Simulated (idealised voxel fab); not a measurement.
process module | voxel wiring stack
cross-section cut | 220 nm wide | cells 5 nm
A cross-section is a grid of square cells, given in bands from the top down. A band is one or more rows of cells.
Each band's line starts with the height of the band's top and of its bottom, in nm. Then come its materials from left to right, each with its width in nm. One material with "throughout" fills the band from edge to edge. "air" is empty space.
Height 0 is the level under which the wafer as received is all one material. The lowest band goes on downwards, as in "0 down".
A width such as "30 to 40" changes by the same amount from each row of cells to the next, from the band's top row to its bottom row.
"no change" after a step means that no cell of the cross-section changed.
closed voids: empty space of 8 cells or more with no open way to the top, each as width x height at its distance from the left edge, in nm
after a step's settings: what the simulator itself notes on the step
overlay nm, on a step with a mask: how far to the right of its planned place the mask lay; to the left if negative
plan
1 op RECEIVE | material Si
2 op CONFORMAL_DEP | material SiO2 | thk nm 10
3 op CONFORMAL_DEP | material SiN | thk nm 5
4 op DIRECTIONAL_DEP | material lowk | thk nm 15
5 op MASKED_ETCH | tone open | mask id METAL_1 | width nm 20 | pitch nm 50 | etch materials lowk | depth nm 15 | overlay nm 0
6 op MASKED_ETCH | tone open | mask id METAL_1 | width nm 20 | pitch nm 50 | etch materials SiN | depth nm 5 | overlay nm 0
7 op CONFORMAL_DEP | material TiN | thk nm 5
8 op FILL_DEP | material Cu | thk nm 5
9 op CMP | height nm 30
10 op CONFORMAL_DEP | material SiCN | thk nm 5
11 op DIRECTIONAL_DEP | material SiO2 | thk nm 10
12 op MASKED_ETCH | tone open | mask id PLUG_1 | width nm 15 | pitch nm 50 | etch materials SiO2 | depth nm 10 | overlay nm 0
13 op MASKED_ETCH | tone open | mask id PLUG_1 | width nm 15 | pitch nm 50 | etch materials SiCN | depth nm 5 | overlay nm 0
14 op EPI | material Ru | thk nm 10
15 op EPI | material Ru | thk nm 5
16 op DIRECTIONAL_DEP | material TiN | thk nm 5
17 op DIRECTIONAL_DEP | material Ru | thk nm 20
18 op DIRECTIONAL_DEP | material aC | thk nm 15
19 op PATTERN | tone cover | mask id METAL_2 | material resist | width nm 20 | pitch nm 50 | thk nm 30 | overlay nm 0
20 op DIRECTIONAL_ETCH | etch materials aC | depth nm 15
21 op STRIP | etch materials resist
22 op DIRECTIONAL_ETCH | etch materials Ru | depth nm 20
23 op DIRECTIONAL_ETCH | etch materials TiN | depth nm 5
24 op STRIP | etch materials aC
25 op CONFORMAL_DEP | material SiN | thk nm 5
26 op FILL_DEP | material lowk | thk nm 10
27 op CMP | height nm 70
28 op CONFORMAL_DEP | material SiCN | thk nm 5
29 op DIRECTIONAL_DEP | material SiO2 | thk nm 10
30 op PATTERN | tone open | mask id PLUG_2 | material resist | width nm 15 | pitch nm 50 | thk nm 15 | overlay nm 0
31 op DIRECTIONAL_ETCH | etch materials SiO2 | depth nm 10
32 op DIRECTIONAL_ETCH | etch materials SiCN | depth nm 5
33 op STRIP | etch materials resist
34 op EPI | material Ru | thk nm 10
35 op EPI | material Ru | thk nm 5
36 op CONFORMAL_DEP | material SiN | thk nm 5
37 op DIRECTIONAL_DEP | material SiO2 | thk nm 25
38 op PATTERN | tone open | mask id METAL_3 | material resist | width nm 20 | pitch nm 50 | thk nm 15 | overlay nm 0
39 op DIRECTIONAL_ETCH | etch materials SiO2 | depth nm 25
40 op DIRECTIONAL_ETCH | etch materials SiN | depth nm 5
41 op STRIP | etch materials resist
42 op CONFORMAL_DEP | material TiN | thk nm 5
43 op FILL_DEP | material Ru | thk nm 5
44 op CMP | height nm 115
45 op CONFORMAL_DEP | material SiCN | thk nm 5
as received, after step 1
  0 down: Si throughout
  closed voids: none
a wafer at the end: this start, this plan, one mistake
  120 to 115: SiCN throughout
  115 to 90: SiO2 75 | TiN 5 | Ru 10 | TiN 5 | SiO2 30 | TiN 5 | Ru 10 | TiN 5 | SiO2 75
  90 to 85: SiN 75 | TiN 20 | SiN 30 | TiN 20 | SiN 75
  85 to 75: SiO2 75 | Ru 15 | SiO2 35 | Ru 15 | SiO2 80
  75 to 70: SiCN 75 | Ru 15 | SiCN 35 | Ru 15 | SiCN 80
  70 to 50: lowk 70 | SiN 5 | Ru 20 | SiN 5 | lowk 20 | SiN 5 | Ru 20 | SiN 5 | lowk 70
  50 to 45: SiN 75 | TiN 20 | SiN 30 | TiN 20 | SiN 75
  45 to 35: SiO2 75 | Ru 15 | SiO2 35 | Ru 15 | SiO2 80
  35 to 30: SiCN 75 | Ru 15 | SiCN 35 | Ru 15 | SiCN 80
  30 to 20: lowk 75 | TiN 5 | Cu 10 | TiN 5 | lowk 30 | TiN 5 | Cu 10 | TiN 5 | lowk 75
  20 to 15: lowk 75 | TiN 20 | lowk 30 | TiN 20 | lowk 75
  15 to 5: SiO2 throughout
  5 to 0: SiN throughout
  0 down: Si throughout
  closed voids: none
what went wrong: steps 2 and 3 were swapped
